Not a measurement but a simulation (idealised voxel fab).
Process module, titled voxel transistor to metal
We display cut, a cross-section 215 nm in width whose square cells are each 5 nm.
Throughout this document, each cross-section is represented as a grid of square cells and is presented as a sequence of bands enumerated from the top downward, where a band comprises one or more rows of cells. Look at the band entry: it leads with the top's height and the bottom's height in nm. Then it lists the materials left to right, with a width in nm for each. The word "full width" on a single material says that material fills the band edge to edge. The word "blank" is empty space. Heights are expressed relative to 0, this being the level below which the as-received wafer comprises one material exclusively. The lowest band is unbounded in the downward direction and is denoted as in "z 0 and below". Width: "30 to 40" (first number = top row, second number = bottom row, same change from row to row of cells). You'll sometimes find "everything unchanged" written for a step, and that's the way of saying that nowhere in the cross-section did a cell change during that step. In the "Internal closed voids" entry, you get each enclosed empty space of 8 cells or more, one with no open way to the top, written width x height at distance, distance from the left edge, in nm. Past the settings on a step's line: simulator remark, on that step. Among the settings permitted on a step's line is "overlay nm"; applied to a step with a mask, it specifies the extent to which the mask lay to the right of its planned position, whereas a negative figure signifies a position to the left.
[Steps planned for the process]
step 1: RECEIVE (material Si)
step 2: CONFORMAL_DEP (material SiO2; thk nm 5)
step 3: CONFORMAL_DEP (material SiN; thk nm 15)
step 4: PATTERN (tone cover; mask id ACTIVE; material resist; width nm 95; thk nm 20; overlay nm 0)
step 5: DIRECTIONAL_ETCH (etch materials SiN; depth nm 15)
step 6: DIRECTIONAL_ETCH (etch materials SiO2; depth nm 5)
step 7: DIRECTIONAL_ETCH (etch materials Si; depth nm 30)
step 8: STRIP (etch materials resist)
step 9: FILL_DEP (material SiO2; thk nm 10)
step 10: CMP (height nm 20)
step 11: SELECTIVE_ETCH (etch materials SiO2; depth nm 10)
step 12: STRIP (etch materials SiN)
step 13: SELECTIVE_ETCH (etch materials SiO2; depth nm 5)
step 14: OXIDIZE (depth nm 5)
step 15: DIRECTIONAL_DEP (material polySi; thk nm 20)
step 16: DIRECTIONAL_DEP (material SiCN; thk nm 10)
step 17: DIRECTIONAL_DEP (material aC; thk nm 15)
step 18: PATTERN (tone cover; mask id GATE; material resist; width nm 25; thk nm 35; overlay nm 0)
step 19: DIRECTIONAL_ETCH (etch materials aC; depth nm 15)
step 20: STRIP (etch materials resist)
step 21: DIRECTIONAL_ETCH (etch materials SiCN; depth nm 20)
step 22: DIRECTIONAL_ETCH (etch materials polySi; depth nm 30)
step 23: STRIP (etch materials aC)
step 24: CONFORMAL_DEP (material SiN; thk nm 5)
step 25: DIRECTIONAL_ETCH (etch materials SiN; depth nm 5)
step 26: DIRECTIONAL_ETCH (etch materials SiO2; depth nm 5)
step 27: EPI (material nSi; thk nm 5)
step 28: FILL_DEP (material SiO2; thk nm 10)
step 29: CMP (height nm 30)
step 30: DIRECTIONAL_DEP (material SiO2; thk nm 10)
step 31: MASKED_ETCH (tone open; mask id CONTACT; width nm 15; pitch nm 70; etch materials SiO2; depth nm 40; overlay nm 0)
step 32: CONFORMAL_DEP (material TiN; thk nm 5)
step 33: FILL_DEP (material Ru; thk nm 5)
step 34: CMP (height nm 40)
step 35: DIRECTIONAL_DEP (material TiN; thk nm 5)
step 36: DIRECTIONAL_DEP (material W; thk nm 20)
step 37: MASKED_ETCH (tone cover; mask id METAL_1; width nm 15; pitch nm 70; etch materials W; depth nm 20; overlay nm 0)
step 38: MASKED_ETCH (tone cover; mask id METAL_1; width nm 15; pitch nm 70; etch materials TiN; depth nm 5; overlay nm 0)
step 39: FILL_DEP (material SiO2; thk nm 5)
step 40: CMP (height nm 65)
step 41: CONFORMAL_DEP (material SiN; thk nm 5)
[First of two wafers, with the run carried out as planned]
[As received (post step 1): cross-section]
* z 0 and below = Si full width
* Internal closed voids: none
[Presented here is a cross-section of the wafer after step 2 has been performed]
* z 5 to 0 = SiO2 full width
* Below 0, no change.
[Presented here is a cross-section of the wafer after step 3 has been performed]
* z 20 to 5 = SiN full width
* Below 5, no change.
[Presented here is a cross-section of the wafer after step 4 has been performed]
* z 40 to 20 = blank=60 | resist=95 | blank=60
* Below 20, no change.
[Presented here is a cross-section of the wafer after step 5 has been performed]
* z 40 to 20 = blank=60 | resist=95 | blank=60
* z 20 to 5 = blank=60 | SiN=95 | blank=60
* Below 5, no change.
[Presented here is a cross-section of the wafer after step 6 has been performed]
* z 40 to 20 = blank=60 | resist=95 | blank=60
* z 20 to 5 = blank=60 | SiN=95 | blank=60
* z 5 to 0 = blank=60 | SiO2=95 | blank=60
* Below 0, no change.
[Presented here is a cross-section of the wafer after step 7 has been performed]
* z 40 to 20 = blank=60 | resist=95 | blank=60
* z 20 to 5 = blank=60 | SiN=95 | blank=60
* z 5 to 0 = blank=60 | SiO2=95 | blank=60
* z 0 to -30 = blank=60 | Si=95 | blank=60
* Below -30, no change.
[Presented here is a cross-section of the wafer after step 8 has been performed]
* z 20 to 5 = blank=60 | SiN=95 | blank=60
* Below 5, no change.
[Presented here is a cross-section of the wafer after step 9 has been performed]
* z 30 to 20 = SiO2 full width
* z 20 to 5 = SiO2=60 | SiN=95 | SiO2=60
* z 5 to 0 = SiO2 full width
* z 0 to -30 = SiO2=60 | Si=95 | SiO2=60
* Below -30, no change.
[Presented here is a cross-section of the wafer after step 10 has been performed]
* z 20 to 5 = SiO2=60 | SiN=95 | SiO2=60
* Below 5, no change.
[Presented here is a cross-section of the wafer after step 11 has been performed]
* z 20 to 10 = blank=60 | SiN=95 | blank=60
* Below 10, no change.
[Presented here is a cross-section of the wafer after step 12 has been performed]
* z 10 to 5 = SiO2=60 | blank=95 | SiO2=60
* Below 5, no change.
[Presented here is a cross-section of the wafer after step 13 has been performed]
* z 5 to 0 = SiO2=55 | blank=105 | SiO2=55
* Below 0, no change.
[Presented here is a cross-section of the wafer after step 14 has been performed]
* z 5 to 0 = SiO2=55 | blank=105 | SiO2=55
* z 0 to -5 = SiO2 full width
* Below -5, no change.
[Presented here is a cross-section of the wafer after step 15 has been performed]
* z 25 to 20 = polySi=55 | blank=105 | polySi=55
* z 20 to 5 = polySi full width
* z 5 to 0 = SiO2=55 | polySi=105 | SiO2=55
* Below 0, no change.
[Presented here is a cross-section of the wafer after step 16 has been performed]
* z 35 to 30 = SiCN=55 | blank=105 | SiCN=55
* z 30 to 25 = SiCN full width
* z 25 to 20 = polySi=55 | SiCN=105 | polySi=55
* Below 20, no change.
[Presented here is a cross-section of the wafer after step 17 has been performed]
* z 50 to 45 = aC=55 | blank=105 | aC=55
* z 45 to 35 = aC full width
* z 35 to 30 = SiCN=55 | aC=105 | SiCN=55
* Below 30, no change.
[Presented here is a cross-section of the wafer after step 18 has been performed]
* z 85 to 50 = blank=95 | resist=25 | blank=95
* z 50 to 45 = aC=55 | blank=40 | resist=25 | blank=40 | aC=55
* Below 45, no change.
[Presented here is a cross-section of the wafer after step 19 has been performed]
* z 70 to 45 = blank=95 | resist=25 | blank=95
* z 45 to 35 = blank=95 | aC=25 | blank=95
* z 35 to 30 = SiCN=55 | blank=40 | aC=25 | blank=40 | SiCN=55
* Below 30, no change.
[Presented here is a cross-section of the wafer after step 20 has been performed]
* z 45 to 35 = blank=95 | aC=25 | blank=95
* Below 35, no change.
[Presented here is a cross-section of the wafer after step 21 has been performed]
* z 45 to 30 = blank=95 | aC=25 | blank=95
* z 30 to 25 = blank=95 | SiCN=25 | blank=95
* z 25 to 20 = polySi=55 | blank=40 | SiCN=25 | blank=40 | polySi=55
* Below 20, no change.
[Presented here is a cross-section of the wafer after step 22 has been performed]
* z 45 to 30 = blank=95 | aC=25 | blank=95
* z 30 to 20 = blank=95 | SiCN=25 | blank=95
* z 20 to 5 = blank=95 | polySi=25 | blank=95
* z 5 to 0 = SiO2=55 | blank=40 | polySi=25 | blank=40 | SiO2=55
* Below 0, no change.
[Presented here is a cross-section of the wafer after step 23 has been performed]
* z 30 to 20 = blank=95 | SiCN=25 | blank=95
* Below 20, no change.
[Presented here is a cross-section of the wafer after step 24 has been performed]
* z 35 to 30 = blank=90 | SiN=35 | blank=90
* z 30 to 20 = blank=90 | SiN=5 | SiCN=25 | SiN=5 | blank=90
* z 20 to 10 = blank=90 | SiN=5 | polySi=25 | SiN=5 | blank=90
* z 10 to 5 = SiN=60 | blank=30 | SiN=5 | polySi=25 | SiN=5 | blank=30 | SiN=60
* z 5 to 0 = SiO2=55 | SiN=40 | polySi=25 | SiN=40 | SiO2=55
* Below 0, no change.
[Presented here is a cross-section of the wafer after step 25 has been performed]
* z 30 to 20 = blank=90 | SiN=5 | SiCN=25 | SiN=5 | blank=90
* z 20 to 5 = blank=90 | SiN=5 | polySi=25 | SiN=5 | blank=90
* z 5 to 0 = SiO2=55 | SiN=5 | blank=30 | SiN=5 | polySi=25 | SiN=5 | blank=30 | SiN=5 | SiO2=55
* Below 0, no change.
[Presented here is a cross-section of the wafer after step 26 has been performed]
* z 30 to 20 = blank=90 | SiN=5 | SiCN=25 | SiN=5 | blank=90
* z 20 to 5 = blank=90 | SiN=5 | polySi=25 | SiN=5 | blank=90
* z 5 to 0 = blank=55 | SiN=5 | blank=30 | SiN=5 | polySi=25 | SiN=5 | blank=30 | SiN=5 | blank=55
* z 0 to -5 = SiO2=60 | blank=30 | SiO2=35 | blank=30 | SiO2=60
* Below -5, no change.
[Presented here is a cross-section of the wafer after step 27 has been performed]
* z 30 to 20 = blank=90 | SiN=5 | SiCN=25 | SiN=5 | blank=90
* z 20 to 5 = blank=90 | SiN=5 | polySi=25 | SiN=5 | blank=90
* z 5 to 0 = blank=55 | SiN=5 | blank=30 | SiN=5 | polySi=25 | SiN=5 | blank=30 | SiN=5 | blank=55
* z 0 to -5 = SiO2=60 | nSi=30 | SiO2=35 | nSi=30 | SiO2=60
* Below -5, no change.
[Presented here is a cross-section of the wafer after step 28 has been performed]
* z 40 to 30 = SiO2 full width
* z 30 to 20 = SiO2=90 | SiN=5 | SiCN=25 | SiN=5 | SiO2=90
* z 20 to 5 = SiO2=90 | SiN=5 | polySi=25 | SiN=5 | SiO2=90
* z 5 to 0 = SiO2=55 | SiN=5 | SiO2=30 | SiN=5 | polySi=25 | SiN=5 | SiO2=30 | SiN=5 | SiO2=55
* Below 0, no change.
[Presented here is a cross-section of the wafer after step 29 has been performed]
* z 30 to 20 = SiO2=90 | SiN=5 | SiCN=25 | SiN=5 | SiO2=90
* Below 20, no change.
[Presented here is a cross-section of the wafer after step 30 has been performed]
* z 40 to 30 = SiO2 full width
* Below 30, no change.
[Presented here is a cross-section of the wafer after step 31 has been performed]
* z 40 to 30 = SiO2=65 | blank=15 | SiO2=55 | blank=15 | SiO2=65
* z 30 to 20 = SiO2=65 | blank=15 | SiO2=10 | SiN=5 | SiCN=25 | SiN=5 | SiO2=10 | blank=15 | SiO2=65
* z 20 to 5 = SiO2=65 | blank=15 | SiO2=10 | SiN=5 | polySi=25 | SiN=5 | SiO2=10 | blank=15 | SiO2=65
* z 5 to 0 = SiO2=55 | SiN=5 | SiO2=5 | blank=15 | SiO2=10 | SiN=5 | polySi=25 | SiN=5 | SiO2=10 | blank=15 | SiO2=5 | SiN=5 | SiO2=55
* Below 0, no change.
[Presented here is a cross-section of the wafer after step 32 has been performed]
* z 45 to 40 = TiN=70 | blank=5 | TiN=65 | blank=5 | TiN=70
* z 40 to 30 = SiO2=65 | TiN=5 | blank=5 | TiN=5 | SiO2=55 | TiN=5 | blank=5 | TiN=5 | SiO2=65
* z 30 to 20 = SiO2=65 | TiN=5 | blank=5 | TiN=5 | SiO2=10 | SiN=5 | SiCN=25 | SiN=5 | SiO2=10 | TiN=5 | blank=5 | TiN=5 | SiO2=65
* z 20 to 5 = SiO2=65 | TiN=5 | blank=5 | TiN=5 | SiO2=10 | SiN=5 | polySi=25 | SiN=5 | SiO2=10 | TiN=5 | blank=5 | TiN=5 | SiO2=65
* z 5 to 0 = SiO2=55 | SiN=5 | SiO2=5 | TiN=15 | SiO2=10 | SiN=5 | polySi=25 | SiN=5 | SiO2=10 | TiN=15 | SiO2=5 | SiN=5 | SiO2=55
* Below 0, no change.
[Presented here is a cross-section of the wafer after step 33 has been performed]
* z 50 to 45 = Ru full width
* z 45 to 40 = TiN=70 | Ru=5 | TiN=65 | Ru=5 | TiN=70
* z 40 to 30 = SiO2=65 | TiN=5 | Ru=5 | TiN=5 | SiO2=55 | TiN=5 | Ru=5 | TiN=5 | SiO2=65
* z 30 to 20 = SiO2=65 | TiN=5 | Ru=5 | TiN=5 | SiO2=10 | SiN=5 | SiCN=25 | SiN=5 | SiO2=10 | TiN=5 | Ru=5 | TiN=5 | SiO2=65
* z 20 to 5 = SiO2=65 | TiN=5 | Ru=5 | TiN=5 | SiO2=10 | SiN=5 | polySi=25 | SiN=5 | SiO2=10 | TiN=5 | Ru=5 | TiN=5 | SiO2=65
* Below 5, no change.
[Presented here is a cross-section of the wafer after step 34 has been performed]
* z 40 to 30 = SiO2=65 | TiN=5 | Ru=5 | TiN=5 | SiO2=55 | TiN=5 | Ru=5 | TiN=5 | SiO2=65
* Below 30, no change.
[Presented here is a cross-section of the wafer after step 35 has been performed]
* z 45 to 40 = TiN full width
* Below 40, no change.
[Presented here is a cross-section of the wafer after step 36 has been performed]
* z 65 to 45 = W full width
* Below 45, no change.
[Presented here is a cross-section of the wafer after step 37 has been performed]
* z 65 to 45 = blank=65 | W=15 | blank=55 | W=15 | blank=65
* Below 45, no change.
[Presented here is a cross-section of the wafer after step 38 has been performed]
* z 65 to 45 = blank=65 | W=15 | blank=55 | W=15 | blank=65
* z 45 to 40 = blank=65 | TiN=15 | blank=55 | TiN=15 | blank=65
* Below 40, no change.
[Presented here is a cross-section of the wafer after step 39 has been performed]
* z 70 to 65 = SiO2 full width
* z 65 to 45 = SiO2=65 | W=15 | SiO2=55 | W=15 | SiO2=65
* z 45 to 40 = SiO2=65 | TiN=15 | SiO2=55 | TiN=15 | SiO2=65
* Below 40, no change.
[Presented here is a cross-section of the wafer after step 40 has been performed]
* z 65 to 45 = SiO2=65 | W=15 | SiO2=55 | W=15 | SiO2=65
* Below 45, no change.
[Presented here is a cross-section of the wafer after step 41 has been performed]
* z 70 to 65 = SiN full width
* Below 65, no change.
[Second wafer, same starting conditions and recipe as the first, one mistake in executing it, nothing differs from the first up to and including step 10]
[Cross-sectional representation of the second wafer at the time designated in the plan for the completion of step 11]
* z 20 to 5 = SiO2=60 | blank=95 | SiO2=60
* Below 5, no change.
[Cross-sectional representation of the second wafer at the time designated in the plan for the completion of step 12]
* z 10 to 0 = SiO2=50 | blank=115 | SiO2=50
* z 0 to -5 = SiO2=50 | blank=10 | Si=95 | blank=10 | SiO2=50
* Below -5, no change.
[Cross-sectional representation of the second wafer at the time designated in the plan for the completion of step 13]
* z 5 to 0 = SiO2=45 | blank=125 | SiO2=45
* z 0 to -10 = SiO2=45 | blank=15 | Si=95 | blank=15 | SiO2=45
* Below -10, no change.
[Cross-sectional representation of the second wafer at the time designated in the plan for the completion of step 14]
* z 5 to 0 = SiO2=45 | blank=125 | SiO2=45
* z 0 to -5 = SiO2=45 | blank=15 | SiO2=95 | blank=15 | SiO2=45
* z -5 to -10 = SiO2=45 | blank=15 | SiO2=5 | Si=85 | SiO2=5 | blank=15 | SiO2=45
* z -10 to -15 = SiO2=65 | Si=85 | SiO2=65
* Below -15, no change.
[Cross-sectional representation of the second wafer at the time designated in the plan for the completion of step 15]
* z 25 to 20 = polySi=45 | blank=125 | polySi=45
* z 20 to 10 = polySi=45 | blank=15 | polySi=95 | blank=15 | polySi=45
* z 10 to 5 = polySi full width
* z 5 to 0 = SiO2=45 | polySi=125 | SiO2=45
* z 0 to -5 = SiO2=45 | polySi=15 | SiO2=95 | polySi=15 | SiO2=45
* z -5 to -10 = SiO2=45 | polySi=15 | SiO2=5 | Si=85 | SiO2=5 | polySi=15 | SiO2=45
* Below -10, no change.
[Cross-sectional representation of the second wafer at the time designated in the plan for the completion of step 16]
* z 35 to 30 = SiCN=45 | blank=125 | SiCN=45
* z 30 to 25 = SiCN=45 | blank=15 | SiCN=95 | blank=15 | SiCN=45
* z 25 to 20 = polySi=45 | blank=15 | SiCN=95 | blank=15 | polySi=45
* z 20 to 10 = polySi=45 | SiCN=15 | polySi=95 | SiCN=15 | polySi=45
* Below 10, no change.
[Cross-sectional representation of the second wafer at the time designated in the plan for the completion of step 17]
* z 50 to 45 = aC=45 | blank=125 | aC=45
* z 45 to 35 = aC=45 | blank=15 | aC=95 | blank=15 | aC=45
* z 35 to 30 = SiCN=45 | aC=125 | SiCN=45
* z 30 to 25 = SiCN=45 | aC=15 | SiCN=95 | aC=15 | SiCN=45
* z 25 to 20 = polySi=45 | aC=15 | SiCN=95 | aC=15 | polySi=45
* Below 20, no change.
[Cross-sectional representation of the second wafer at the time designated in the plan for the completion of step 18]
* z 85 to 50 = blank=95 | resist=25 | blank=95
* z 50 to 45 = aC=45 | blank=50 | resist=25 | blank=50 | aC=45
* Below 45, no change.
[Cross-sectional representation of the second wafer at the time designated in the plan for the completion of step 19]
* z 70 to 45 = blank=95 | resist=25 | blank=95
* z 45 to 35 = blank=95 | aC=25 | blank=95
* z 35 to 30 = SiCN=45 | blank=50 | aC=25 | blank=50 | SiCN=45
* z 30 to 25 = SiCN=45 | blank=15 | SiCN=95 | blank=15 | SiCN=45
* z 25 to 20 = polySi=45 | blank=15 | SiCN=95 | blank=15 | polySi=45
* Below 20, no change.
[Cross-sectional representation of the second wafer at the time designated in the plan for the completion of step 20]
* z 45 to 35 = blank=95 | aC=25 | blank=95
* Below 35, no change.
[Cross-sectional representation of the second wafer at the time designated in the plan for the completion of step 21]
* z 45 to 30 = blank=95 | aC=25 | blank=95
* z 30 to 25 = blank=95 | SiCN=25 | blank=95
* z 25 to 20 = polySi=45 | blank=50 | SiCN=25 | blank=50 | polySi=45
* z 20 to 10 = polySi=45 | blank=15 | polySi=95 | blank=15 | polySi=45
* Below 10, no change.
[Cross-sectional representation of the second wafer at the time designated in the plan for the completion of step 22]
* z 45 to 30 = blank=95 | aC=25 | blank=95
* z 30 to 20 = blank=95 | SiCN=25 | blank=95
* z 20 to 5 = blank=95 | polySi=25 | blank=95
* z 5 to 0 = SiO2=45 | blank=50 | polySi=25 | blank=50 | SiO2=45
* z 0 to -5 = SiO2=45 | blank=15 | SiO2=95 | blank=15 | SiO2=45
* z -5 to -10 = SiO2=45 | blank=15 | SiO2=5 | Si=85 | SiO2=5 | blank=15 | SiO2=45
* Below -10, no change.
[Cross-sectional representation of the second wafer at the time designated in the plan for the completion of step 23]
* z 30 to 20 = blank=95 | SiCN=25 | blank=95
* Below 20, no change.
[Cross-sectional representation of the second wafer at the time designated in the plan for the completion of step 24]
* z 35 to 30 = blank=90 | SiN=35 | blank=90
* z 30 to 20 = blank=90 | SiN=5 | SiCN=25 | SiN=5 | blank=90
* z 20 to 10 = blank=90 | SiN=5 | polySi=25 | SiN=5 | blank=90
* z 10 to 5 = SiN=50 | blank=40 | SiN=5 | polySi=25 | SiN=5 | blank=40 | SiN=50
* z 5 to 0 = SiO2=45 | SiN=5 | blank=5 | SiN=40 | polySi=25 | SiN=40 | blank=5 | SiN=5 | SiO2=45
* z 0 to -5 = SiO2=45 | SiN=5 | blank=5 | SiN=5 | SiO2=95 | SiN=5 | blank=5 | SiN=5 | SiO2=45
* z -5 to -10 = SiO2=45 | SiN=15 | SiO2=5 | Si=85 | SiO2=5 | SiN=15 | SiO2=45
* Below -10, no change.
[Cross-sectional representation of the second wafer at the time designated in the plan for the completion of step 25]
* z 30 to 20 = blank=90 | SiN=5 | SiCN=25 | SiN=5 | blank=90
* z 20 to 5 = blank=90 | SiN=5 | polySi=25 | SiN=5 | blank=90
* z 5 to 0 = SiO2=45 | SiN=5 | blank=40 | SiN=5 | polySi=25 | SiN=5 | blank=40 | SiN=5 | SiO2=45
* z 0 to -5 = SiO2=45 | SiN=5 | blank=5 | SiN=5 | SiO2=95 | SiN=5 | blank=5 | SiN=5 | SiO2=45
* z -5 to -10 = SiO2=45 | SiN=5 | blank=5 | SiN=5 | SiO2=5 | Si=85 | SiO2=5 | SiN=5 | blank=5 | SiN=5 | SiO2=45
* Below -10, no change.
[Cross-sectional representation of the second wafer at the time designated in the plan for the completion of step 26]
* z 30 to 20 = blank=90 | SiN=5 | SiCN=25 | SiN=5 | blank=90
* z 20 to 5 = blank=90 | SiN=5 | polySi=25 | SiN=5 | blank=90
* z 5 to 0 = blank=45 | SiN=5 | blank=40 | SiN=5 | polySi=25 | SiN=5 | blank=40 | SiN=5 | blank=45
* z 0 to -5 = SiO2=45 | SiN=5 | blank=5 | SiN=5 | blank=30 | SiO2=35 | blank=30 | SiN=5 | blank=5 | SiN=5 | SiO2=45
* z -5 to -10 = SiO2=45 | SiN=5 | blank=5 | SiN=5 | SiO2=5 | Si=85 | SiO2=5 | SiN=5 | blank=5 | SiN=5 | SiO2=45
* z -10 to -15 = SiO2=50 | blank=5 | SiO2=10 | Si=85 | SiO2=10 | blank=5 | SiO2=50
* Below -15, no change.
[Cross-sectional representation of the second wafer at the time designated in the plan for the completion of step 27]
* z 30 to 20 = blank=90 | SiN=5 | SiCN=25 | SiN=5 | blank=90
* z 20 to 5 = blank=90 | SiN=5 | polySi=25 | SiN=5 | blank=90
* z 5 to 0 = blank=45 | SiN=5 | blank=40 | SiN=5 | polySi=25 | SiN=5 | blank=40 | SiN=5 | blank=45
* z 0 to -5 = SiO2=45 | SiN=5 | blank=5 | SiN=5 | nSi=30 | SiO2=35 | nSi=30 | SiN=5 | blank=5 | SiN=5 | SiO2=45
* Below -5, no change.
[Cross-sectional representation of the second wafer at the time designated in the plan for the completion of step 28]
* z 40 to 30 = SiO2 full width
* z 30 to 20 = SiO2=90 | SiN=5 | SiCN=25 | SiN=5 | SiO2=90
* z 20 to 5 = SiO2=90 | SiN=5 | polySi=25 | SiN=5 | SiO2=90
* z 5 to 0 = SiO2=45 | SiN=5 | SiO2=40 | SiN=5 | polySi=25 | SiN=5 | SiO2=40 | SiN=5 | SiO2=45
* z 0 to -5 = SiO2=45 | SiN=5 | SiO2=5 | SiN=5 | nSi=30 | SiO2=35 | nSi=30 | SiN=5 | SiO2=5 | SiN=5 | SiO2=45
* z -5 to -10 = SiO2=45 | SiN=5 | SiO2=5 | SiN=5 | SiO2=5 | Si=85 | SiO2=5 | SiN=5 | SiO2=5 | SiN=5 | SiO2=45
* z -10 to -15 = SiO2=65 | Si=85 | SiO2=65
* Below -15, no change.
[Cross-sectional representation of the second wafer at the time designated in the plan for the completion of step 29]
* z 30 to 20 = SiO2=90 | SiN=5 | SiCN=25 | SiN=5 | SiO2=90
* Below 20, no change.
[Cross-sectional representation of the second wafer at the time designated in the plan for the completion of step 30]
* z 40 to 30 = SiO2 full width
* Below 30, no change.
[Cross-sectional representation of the second wafer at the time designated in the plan for the completion of step 31]
* z 40 to 30 = SiO2=65 | blank=15 | SiO2=55 | blank=15 | SiO2=65
* z 30 to 20 = SiO2=65 | blank=15 | SiO2=10 | SiN=5 | SiCN=25 | SiN=5 | SiO2=10 | blank=15 | SiO2=65
* z 20 to 5 = SiO2=65 | blank=15 | SiO2=10 | SiN=5 | polySi=25 | SiN=5 | SiO2=10 | blank=15 | SiO2=65
* z 5 to 0 = SiO2=45 | SiN=5 | SiO2=15 | blank=15 | SiO2=10 | SiN=5 | polySi=25 | SiN=5 | SiO2=10 | blank=15 | SiO2=15 | SiN=5 | SiO2=45
* Below 0, no change.
[Cross-sectional representation of the second wafer at the time designated in the plan for the completion of step 32]
* z 45 to 40 = TiN=70 | blank=5 | TiN=65 | blank=5 | TiN=70
* z 40 to 30 = SiO2=65 | TiN=5 | blank=5 | TiN=5 | SiO2=55 | TiN=5 | blank=5 | TiN=5 | SiO2=65
* z 30 to 20 = SiO2=65 | TiN=5 | blank=5 | TiN=5 | SiO2=10 | SiN=5 | SiCN=25 | SiN=5 | SiO2=10 | TiN=5 | blank=5 | TiN=5 | SiO2=65
* z 20 to 5 = SiO2=65 | TiN=5 | blank=5 | TiN=5 | SiO2=10 | SiN=5 | polySi=25 | SiN=5 | SiO2=10 | TiN=5 | blank=5 | TiN=5 | SiO2=65
* z 5 to 0 = SiO2=45 | SiN=5 | SiO2=15 | TiN=15 | SiO2=10 | SiN=5 | polySi=25 | SiN=5 | SiO2=10 | TiN=15 | SiO2=15 | SiN=5 | SiO2=45
* Below 0, no change.
[Cross-sectional representation of the second wafer at the time designated in the plan for the completion of step 33]
* z 50 to 45 = Ru full width
* z 45 to 40 = TiN=70 | Ru=5 | TiN=65 | Ru=5 | TiN=70
* z 40 to 30 = SiO2=65 | TiN=5 | Ru=5 | TiN=5 | SiO2=55 | TiN=5 | Ru=5 | TiN=5 | SiO2=65
* z 30 to 20 = SiO2=65 | TiN=5 | Ru=5 | TiN=5 | SiO2=10 | SiN=5 | SiCN=25 | SiN=5 | SiO2=10 | TiN=5 | Ru=5 | TiN=5 | SiO2=65
* z 20 to 5 = SiO2=65 | TiN=5 | Ru=5 | TiN=5 | SiO2=10 | SiN=5 | polySi=25 | SiN=5 | SiO2=10 | TiN=5 | Ru=5 | TiN=5 | SiO2=65
* Below 5, no change.
[Cross-sectional representation of the second wafer at the time designated in the plan for the completion of step 34]
* z 40 to 30 = SiO2=65 | TiN=5 | Ru=5 | TiN=5 | SiO2=55 | TiN=5 | Ru=5 | TiN=5 | SiO2=65
* Below 30, no change.
[Cross-sectional representation of the second wafer at the time designated in the plan for the completion of step 35]
* z 45 to 40 = TiN full width
* Below 40, no change.
[Cross-sectional representation of the second wafer at the time designated in the plan for the completion of step 36]
* z 65 to 45 = W full width
* Below 45, no change.
[Cross-sectional representation of the second wafer at the time designated in the plan for the completion of step 37]
* z 65 to 45 = blank=65 | W=15 | blank=55 | W=15 | blank=65
* Below 45, no change.
[Cross-sectional representation of the second wafer at the time designated in the plan for the completion of step 38]
* z 65 to 45 = blank=65 | W=15 | blank=55 | W=15 | blank=65
* z 45 to 40 = blank=65 | TiN=15 | blank=55 | TiN=15 | blank=65
* Below 40, no change.
[Cross-sectional representation of the second wafer at the time designated in the plan for the completion of step 39]
* z 70 to 65 = SiO2 full width
* z 65 to 45 = SiO2=65 | W=15 | SiO2=55 | W=15 | SiO2=65
* z 45 to 40 = SiO2=65 | TiN=15 | SiO2=55 | TiN=15 | SiO2=65
* Below 40, no change.
[Cross-sectional representation of the second wafer at the time designated in the plan for the completion of step 40]
* z 65 to 45 = SiO2=65 | W=15 | SiO2=55 | W=15 | SiO2=65
* Below 45, no change.
[Cross-sectional representation of the second wafer at the time designated in the plan for the completion of step 41]
* z 70 to 65 = SiN full width
* Below 65, no change.
Misprocessing identified: sequence error: steps 11 and 12 interchanged
End of process, cell counts, second wafer against first, materials with more or fewer: 4 fewer of Si, 8 more of SiN, 4 fewer of SiO2
